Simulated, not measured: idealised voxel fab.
Process module name: voxel wiring stack
Each square cell in cross-section cut measures 5 nm, and the section as a whole is 210 nm wide.
For the purposes of this document, a cross-section shall be understood as a grid of square cells, specified as bands listed in top-to-bottom order, each band consisting of one or more rows of cells.
Per band: top height and bottom height in nm, followed by the left-to-right materials and their widths in nm; "edge to edge" marks a single material spanning edge to edge, "empty" marks empty space.
Height 0 is the level under which the wafer as received is all one material. The lowest band goes on downwards, as in "0 and below".
The width entry "30->40" should be interpreted row by row: the top row of cells in the band takes the first number, the bottom row takes the second number, and the change between adjacent rows is uniform throughout.
Where the words "nothing got changed" appear for a step, the cross-section shows no cell changed by that step; every cell remained as before.
The label "Voids, enclosed" introduces a list of the empty spaces, 8 cells or larger, that have no open way up to the top; each entry in it reads width x height at distance, where the distance is taken from the left edge and all three are stated in nm.
Anything after a step's settings on that line? It's the simulator's own note about the step.
"overlay nm" denotes, for a step that has a mask, the displacement of the mask to the right of its planned place, with negative values corresponding to the left.

-- The planned process steps are enumerated hereunder
step 1: RECEIVE with material Si
step 2: CONFORMAL_DEP with material SiO2, thk nm 10
step 3: DIRECTIONAL_DEP with material TiN, thk nm 5
step 4: DIRECTIONAL_DEP with material W, thk nm 25
step 5: PATTERN with tone cover, mask id METAL_1, material resist, width nm 30, pitch nm 55, thk nm 15, overlay nm 0
step 6: DIRECTIONAL_ETCH with etch materials W, depth nm 25
step 7: DIRECTIONAL_ETCH with etch materials TiN, depth nm 5
step 8: STRIP with etch materials resist
step 9: FILL_DEP with material lowk, thk nm 5
step 10: CMP with height nm 40
step 11: CONFORMAL_DEP with material SiCN, thk nm 5
step 12: DIRECTIONAL_DEP with material lowk, thk nm 10
step 13: DIRECTIONAL_DEP with material aC, thk nm 15
step 14: PATTERN with tone open, mask id PLUG_1, material resist, width nm 15, pitch nm 55, thk nm 30, overlay nm 0
step 15: DIRECTIONAL_ETCH with etch materials aC, depth nm 15
step 16: STRIP with etch materials resist
step 17: DIRECTIONAL_ETCH with etch materials lowk, depth nm 10
step 18: DIRECTIONAL_ETCH with etch materials SiCN, depth nm 5
step 19: STRIP with etch materials aC
step 20: EPI with material Ru, thk nm 10
step 21: EPI with material Ru, thk nm 5
step 22: CONFORMAL_DEP with material SiCN, thk nm 5
step 23: DIRECTIONAL_DEP with material SiO2, thk nm 25
step 24: DIRECTIONAL_DEP with material aC, thk nm 10
step 25: PATTERN with tone open, mask id METAL_2, material resist, width nm 30, pitch nm 55, thk nm 25, overlay nm 0
step 26: DIRECTIONAL_ETCH with etch materials aC, depth nm 10
step 27: STRIP with etch materials resist
step 28: DIRECTIONAL_ETCH with etch materials SiO2, depth nm 25
step 29: DIRECTIONAL_ETCH with etch materials SiCN, depth nm 5
step 30: STRIP with etch materials aC
step 31: CONFORMAL_DEP with material TiN, thk nm 5
step 32: FILL_DEP with material W, thk nm 5
step 33: CMP with height nm 85
step 34: CONFORMAL_DEP with material SiN, thk nm 5

-- First wafer out of two, processed as planned

-- Incoming wafer, cross-sectional view, post step 1
	0 and below | Si edge to edge
	Voids, enclosed: none

-- How the wafer stands in section after step 2
	10 down to 0 | SiO2 edge to edge
	Note: structure below 0 unchanged.

-- How the wafer stands in section after step 3
	15 down to 10 | TiN edge to edge
	Note: structure below 10 unchanged.

-- How the wafer stands in section after step 4
	40 down to 15 | W edge to edge
	Note: structure below 15 unchanged.

-- How the wafer stands in section after step 5
	55 down to 40 | empty=35 | resist=30 | empty=25 | resist=30 | empty=25 | resist=30 | empty=35
	Note: structure below 40 unchanged.

-- How the wafer stands in section after step 6
	55 down to 40 | empty=35 | resist=30 | empty=25 | resist=30 | empty=25 | resist=30 | empty=35
	40 down to 15 | empty=35 | W=30 | empty=25 | W=30 | empty=25 | W=30 | empty=35
	Note: structure below 15 unchanged.

-- How the wafer stands in section after step 7
	55 down to 40 | empty=35 | resist=30 | empty=25 | resist=30 | empty=25 | resist=30 | empty=35
	40 down to 15 | empty=35 | W=30 | empty=25 | W=30 | empty=25 | W=30 | empty=35
	15 down to 10 | empty=35 | TiN=30 | empty=25 | TiN=30 | empty=25 | TiN=30 | empty=35
	Note: structure below 10 unchanged.

-- How the wafer stands in section after step 8
	40 down to 15 | empty=35 | W=30 | empty=25 | W=30 | empty=25 | W=30 | empty=35
	Note: structure below 15 unchanged.

-- How the wafer stands in section after step 9
	45 down to 40 | lowk edge to edge
	40 down to 15 | lowk=35 | W=30 | lowk=25 | W=30 | lowk=25 | W=30 | lowk=35
	15 down to 10 | lowk=35 | TiN=30 | lowk=25 | TiN=30 | lowk=25 | TiN=30 | lowk=35
	Note: structure below 10 unchanged.

-- How the wafer stands in section after step 10
	40 down to 15 | lowk=35 | W=30 | lowk=25 | W=30 | lowk=25 | W=30 | lowk=35
	Note: structure below 15 unchanged.

-- How the wafer stands in section after step 11
	45 down to 40 | SiCN edge to edge
	Note: structure below 40 unchanged.

-- How the wafer stands in section after step 12
	55 down to 45 | lowk edge to edge
	Note: structure below 45 unchanged.

-- How the wafer stands in section after step 13
	70 down to 55 | aC edge to edge
	Note: structure below 55 unchanged.

-- How the wafer stands in section after step 14
	100 down to 70 | resist=35 | empty=15 | resist=40 | empty=15 | resist=40 | empty=15 | resist=50
	Note: structure below 70 unchanged.

-- How the wafer stands in section after step 15
	85 down to 70 | resist=35 | empty=15 | resist=40 | empty=15 | resist=40 | empty=15 | resist=50
	70 down to 55 | aC=35 | empty=15 | aC=40 | empty=15 | aC=40 | empty=15 | aC=50
	Note: structure below 55 unchanged.

-- How the wafer stands in section after step 16
	70 down to 55 | aC=35 | empty=15 | aC=40 | empty=15 | aC=40 | empty=15 | aC=50
	Note: structure below 55 unchanged.

-- How the wafer stands in section after step 17
	70 down to 55 | aC=35 | empty=15 | aC=40 | empty=15 | aC=40 | empty=15 | aC=50
	55 down to 45 | lowk=35 | empty=15 | lowk=40 | empty=15 | lowk=40 | empty=15 | lowk=50
	Note: structure below 45 unchanged.

-- How the wafer stands in section after step 18
	70 down to 55 | aC=35 | empty=15 | aC=40 | empty=15 | aC=40 | empty=15 | aC=50
	55 down to 45 | lowk=35 | empty=15 | lowk=40 | empty=15 | lowk=40 | empty=15 | lowk=50
	45 down to 40 | SiCN=35 | empty=15 | SiCN=40 | empty=15 | SiCN=40 | empty=15 | SiCN=50
	Note: structure below 40 unchanged.

-- How the wafer stands in section after step 19
	55 down to 45 | lowk=35 | empty=15 | lowk=40 | empty=15 | lowk=40 | empty=15 | lowk=50
	Note: structure below 45 unchanged.

-- How the wafer stands in section after step 20
	55 down to 50 | lowk=35 | empty=15 | lowk=40 | empty=15 | lowk=40 | empty=15 | lowk=50
	50 down to 45 | lowk=35 | Ru=15 | lowk=40 | Ru=15 | lowk=40 | Ru=15 | lowk=50
	45 down to 40 | SiCN=35 | Ru=15 | SiCN=40 | Ru=15 | SiCN=40 | Ru=15 | SiCN=50
	Note: structure below 40 unchanged.

-- How the wafer stands in section after step 21
	55 down to 45 | lowk=35 | Ru=15 | lowk=40 | Ru=15 | lowk=40 | Ru=15 | lowk=50
	Note: structure below 45 unchanged.

-- How the wafer stands in section after step 22
	60 down to 55 | SiCN edge to edge
	Note: structure below 55 unchanged.

-- How the wafer stands in section after step 23
	85 down to 60 | SiO2 edge to edge
	Note: structure below 60 unchanged.

-- How the wafer stands in section after step 24
	95 down to 85 | aC edge to edge
	Note: structure below 85 unchanged.

-- How the wafer stands in section after step 25
	120 down to 95 | resist=35 | empty=30 | resist=25 | empty=30 | resist=25 | empty=30 | resist=35
	Note: structure below 95 unchanged.

-- How the wafer stands in section after step 26
	110 down to 95 | resist=35 | empty=30 | resist=25 | empty=30 | resist=25 | empty=30 | resist=35
	95 down to 85 | aC=35 | empty=30 | aC=25 | empty=30 | aC=25 | empty=30 | aC=35
	Note: structure below 85 unchanged.

-- How the wafer stands in section after step 27
	95 down to 85 | aC=35 | empty=30 | aC=25 | empty=30 | aC=25 | empty=30 | aC=35
	Note: structure below 85 unchanged.

-- How the wafer stands in section after step 28
	95 down to 85 | aC=35 | empty=30 | aC=25 | empty=30 | aC=25 | empty=30 | aC=35
	85 down to 60 | SiO2=35 | empty=30 | SiO2=25 | empty=30 | SiO2=25 | empty=30 | SiO2=35
	Note: structure below 60 unchanged.

-- How the wafer stands in section after step 29
	95 down to 85 | aC=35 | empty=30 | aC=25 | empty=30 | aC=25 | empty=30 | aC=35
	85 down to 60 | SiO2=35 | empty=30 | SiO2=25 | empty=30 | SiO2=25 | empty=30 | SiO2=35
	60 down to 55 | SiCN=35 | empty=30 | SiCN=25 | empty=30 | SiCN=25 | empty=30 | SiCN=35
	Note: structure below 55 unchanged.

-- How the wafer stands in section after step 30
	85 down to 60 | SiO2=35 | empty=30 | SiO2=25 | empty=30 | SiO2=25 | empty=30 | SiO2=35
	Note: structure below 60 unchanged.

-- How the wafer stands in section after step 31
	90 down to 85 | TiN=40 | empty=20 | TiN=35 | empty=20 | TiN=35 | empty=20 | TiN=40
	85 down to 60 | SiO2=35 | TiN=5 | empty=20 | TiN=5 | SiO2=25 | TiN=5 | empty=20 | TiN=5 | SiO2=25 | TiN=5 | empty=20 | TiN=5 | SiO2=35
	60 down to 55 | SiCN=35 | TiN=30 | SiCN=25 | TiN=30 | SiCN=25 | TiN=30 | SiCN=35
	Note: structure below 55 unchanged.

-- How the wafer stands in section after step 32
	95 down to 90 | W edge to edge
	90 down to 85 | TiN=40 | W=20 | TiN=35 | W=20 | TiN=35 | W=20 | TiN=40
	85 down to 60 | SiO2=35 | TiN=5 | W=20 | TiN=5 | SiO2=25 | TiN=5 | W=20 | TiN=5 | SiO2=25 | TiN=5 | W=20 | TiN=5 | SiO2=35
	Note: structure below 60 unchanged.

-- How the wafer stands in section after step 33
	85 down to 60 | SiO2=35 | TiN=5 | W=20 | TiN=5 | SiO2=25 | TiN=5 | W=20 | TiN=5 | SiO2=25 | TiN=5 | W=20 | TiN=5 | SiO2=35
	Note: structure below 60 unchanged.

-- How the wafer stands in section after step 34
	90 down to 85 | SiN edge to edge
	Note: structure below 85 unchanged.

-- Second wafer, same starting conditions and recipe as the first, one mistake in executing it, nothing differs from the first up to and including step 4

-- Second wafer at the planned finish of step 5, seen in cross-section
	55 down to 40 | empty=30 | resist=40 | empty=15 | resist=40 | empty=15 | resist=40 | empty=30
	Note: structure below 40 unchanged.

-- Second wafer at the planned finish of step 6, seen in cross-section
	55 down to 40 | empty=30 | resist=40 | empty=15 | resist=40 | empty=15 | resist=40 | empty=30
	40 down to 15 | empty=30 | W=40 | empty=15 | W=40 | empty=15 | W=40 | empty=30
	Note: structure below 15 unchanged.

-- Second wafer at the planned finish of step 7, seen in cross-section
	55 down to 40 | empty=30 | resist=40 | empty=15 | resist=40 | empty=15 | resist=40 | empty=30
	40 down to 15 | empty=30 | W=40 | empty=15 | W=40 | empty=15 | W=40 | empty=30
	15 down to 10 | empty=30 | TiN=40 | empty=15 | TiN=40 | empty=15 | TiN=40 | empty=30
	Note: structure below 10 unchanged.

-- Second wafer at the planned finish of step 8, seen in cross-section
	40 down to 15 | empty=30 | W=40 | empty=15 | W=40 | empty=15 | W=40 | empty=30
	Note: structure below 15 unchanged.

-- Second wafer at the planned finish of step 9, seen in cross-section
	45 down to 40 | lowk edge to edge
	40 down to 15 | lowk=30 | W=40 | lowk=15 | W=40 | lowk=15 | W=40 | lowk=30
	15 down to 10 | lowk=30 | TiN=40 | lowk=15 | TiN=40 | lowk=15 | TiN=40 | lowk=30
	Note: structure below 10 unchanged.

-- Second wafer at the planned finish of step 10, seen in cross-section
	40 down to 15 | lowk=30 | W=40 | lowk=15 | W=40 | lowk=15 | W=40 | lowk=30
	Note: structure below 15 unchanged.

-- Second wafer at the planned finish of step 11, seen in cross-section
	45 down to 40 | SiCN edge to edge
	Note: structure below 40 unchanged.

-- Second wafer at the planned finish of step 12, seen in cross-section
	55 down to 45 | lowk edge to edge
	Note: structure below 45 unchanged.

-- Second wafer at the planned finish of step 13, seen in cross-section
	70 down to 55 | aC edge to edge
	Note: structure below 55 unchanged.

-- Second wafer at the planned finish of step 14, seen in cross-section
	100 down to 70 | resist=35 | empty=15 | resist=40 | empty=15 | resist=40 | empty=15 | resist=50
	Note: structure below 70 unchanged.

-- Second wafer at the planned finish of step 15, seen in cross-section
	85 down to 70 | resist=35 | empty=15 | resist=40 | empty=15 | resist=40 | empty=15 | resist=50
	70 down to 55 | aC=35 | empty=15 | aC=40 | empty=15 | aC=40 | empty=15 | aC=50
	Note: structure below 55 unchanged.

-- Second wafer at the planned finish of step 16, seen in cross-section
	70 down to 55 | aC=35 | empty=15 | aC=40 | empty=15 | aC=40 | empty=15 | aC=50
	Note: structure below 55 unchanged.

-- Second wafer at the planned finish of step 17, seen in cross-section
	70 down to 55 | aC=35 | empty=15 | aC=40 | empty=15 | aC=40 | empty=15 | aC=50
	55 down to 45 | lowk=35 | empty=15 | lowk=40 | empty=15 | lowk=40 | empty=15 | lowk=50
	Note: structure below 45 unchanged.

-- Second wafer at the planned finish of step 18, seen in cross-section
	70 down to 55 | aC=35 | empty=15 | aC=40 | empty=15 | aC=40 | empty=15 | aC=50
	55 down to 45 | lowk=35 | empty=15 | lowk=40 | empty=15 | lowk=40 | empty=15 | lowk=50
	45 down to 40 | SiCN=35 | empty=15 | SiCN=40 | empty=15 | SiCN=40 | empty=15 | SiCN=50
	Note: structure below 40 unchanged.

-- Second wafer at the planned finish of step 19, seen in cross-section
	55 down to 45 | lowk=35 | empty=15 | lowk=40 | empty=15 | lowk=40 | empty=15 | lowk=50
	Note: structure below 45 unchanged.

-- Second wafer at the planned finish of step 20, seen in cross-section
	55 down to 50 | lowk=35 | empty=15 | lowk=40 | empty=15 | lowk=40 | empty=15 | lowk=50
	50 down to 45 | lowk=35 | Ru=15 | lowk=40 | Ru=15 | lowk=40 | Ru=15 | lowk=50
	45 down to 40 | SiCN=35 | Ru=15 | SiCN=40 | Ru=15 | SiCN=40 | Ru=15 | SiCN=50
	Note: structure below 40 unchanged.

-- Second wafer at the planned finish of step 21, seen in cross-section
	55 down to 45 | lowk=35 | Ru=15 | lowk=40 | Ru=15 | lowk=40 | Ru=15 | lowk=50
	Note: structure below 45 unchanged.

-- Second wafer at the planned finish of step 22, seen in cross-section
	60 down to 55 | SiCN edge to edge
	Note: structure below 55 unchanged.

-- Second wafer at the planned finish of step 23, seen in cross-section
	85 down to 60 | SiO2 edge to edge
	Note: structure below 60 unchanged.

-- Second wafer at the planned finish of step 24, seen in cross-section
	95 down to 85 | aC edge to edge
	Note: structure below 85 unchanged.

-- Second wafer at the planned finish of step 25, seen in cross-section
	120 down to 95 | resist=35 | empty=30 | resist=25 | empty=30 | resist=25 | empty=30 | resist=35
	Note: structure below 95 unchanged.

-- Second wafer at the planned finish of step 26, seen in cross-section
	110 down to 95 | resist=35 | empty=30 | resist=25 | empty=30 | resist=25 | empty=30 | resist=35
	95 down to 85 | aC=35 | empty=30 | aC=25 | empty=30 | aC=25 | empty=30 | aC=35
	Note: structure below 85 unchanged.

-- Second wafer at the planned finish of step 27, seen in cross-section
	95 down to 85 | aC=35 | empty=30 | aC=25 | empty=30 | aC=25 | empty=30 | aC=35
	Note: structure below 85 unchanged.

-- Second wafer at the planned finish of step 28, seen in cross-section
	95 down to 85 | aC=35 | empty=30 | aC=25 | empty=30 | aC=25 | empty=30 | aC=35
	85 down to 60 | SiO2=35 | empty=30 | SiO2=25 | empty=30 | SiO2=25 | empty=30 | SiO2=35
	Note: structure below 60 unchanged.

-- Second wafer at the planned finish of step 29, seen in cross-section
	95 down to 85 | aC=35 | empty=30 | aC=25 | empty=30 | aC=25 | empty=30 | aC=35
	85 down to 60 | SiO2=35 | empty=30 | SiO2=25 | empty=30 | SiO2=25 | empty=30 | SiO2=35
	60 down to 55 | SiCN=35 | empty=30 | SiCN=25 | empty=30 | SiCN=25 | empty=30 | SiCN=35
	Note: structure below 55 unchanged.

-- Second wafer at the planned finish of step 30, seen in cross-section
	85 down to 60 | SiO2=35 | empty=30 | SiO2=25 | empty=30 | SiO2=25 | empty=30 | SiO2=35
	Note: structure below 60 unchanged.

-- Second wafer at the planned finish of step 31, seen in cross-section
	90 down to 85 | TiN=40 | empty=20 | TiN=35 | empty=20 | TiN=35 | empty=20 | TiN=40
	85 down to 60 | SiO2=35 | TiN=5 | empty=20 | TiN=5 | SiO2=25 | TiN=5 | empty=20 | TiN=5 | SiO2=25 | TiN=5 | empty=20 | TiN=5 | SiO2=35
	60 down to 55 | SiCN=35 | TiN=30 | SiCN=25 | TiN=30 | SiCN=25 | TiN=30 | SiCN=35
	Note: structure below 55 unchanged.

-- Second wafer at the planned finish of step 32, seen in cross-section
	95 down to 90 | W edge to edge
	90 down to 85 | TiN=40 | W=20 | TiN=35 | W=20 | TiN=35 | W=20 | TiN=40
	85 down to 60 | SiO2=35 | TiN=5 | W=20 | TiN=5 | SiO2=25 | TiN=5 | W=20 | TiN=5 | SiO2=25 | TiN=5 | W=20 | TiN=5 | SiO2=35
	Note: structure below 60 unchanged.

-- Second wafer at the planned finish of step 33, seen in cross-section
	85 down to 60 | SiO2=35 | TiN=5 | W=20 | TiN=5 | SiO2=25 | TiN=5 | W=20 | TiN=5 | SiO2=25 | TiN=5 | W=20 | TiN=5 | SiO2=35
	Note: structure below 60 unchanged.

-- Second wafer at the planned finish of step 34, seen in cross-section
	90 down to 85 | SiN edge to edge
	Note: structure below 85 unchanged.
Deviation noted in wafer processing: step 5, actual vs plan mismatch, actual run PATTERN with tone cover, mask id METAL_1, material resist, width nm 40, pitch nm 55, thk nm 15, overlay nm 0
Final tally in cells, some materials are higher or lower on the second wafer than on the first: TiN +6; W +30; lowk -36
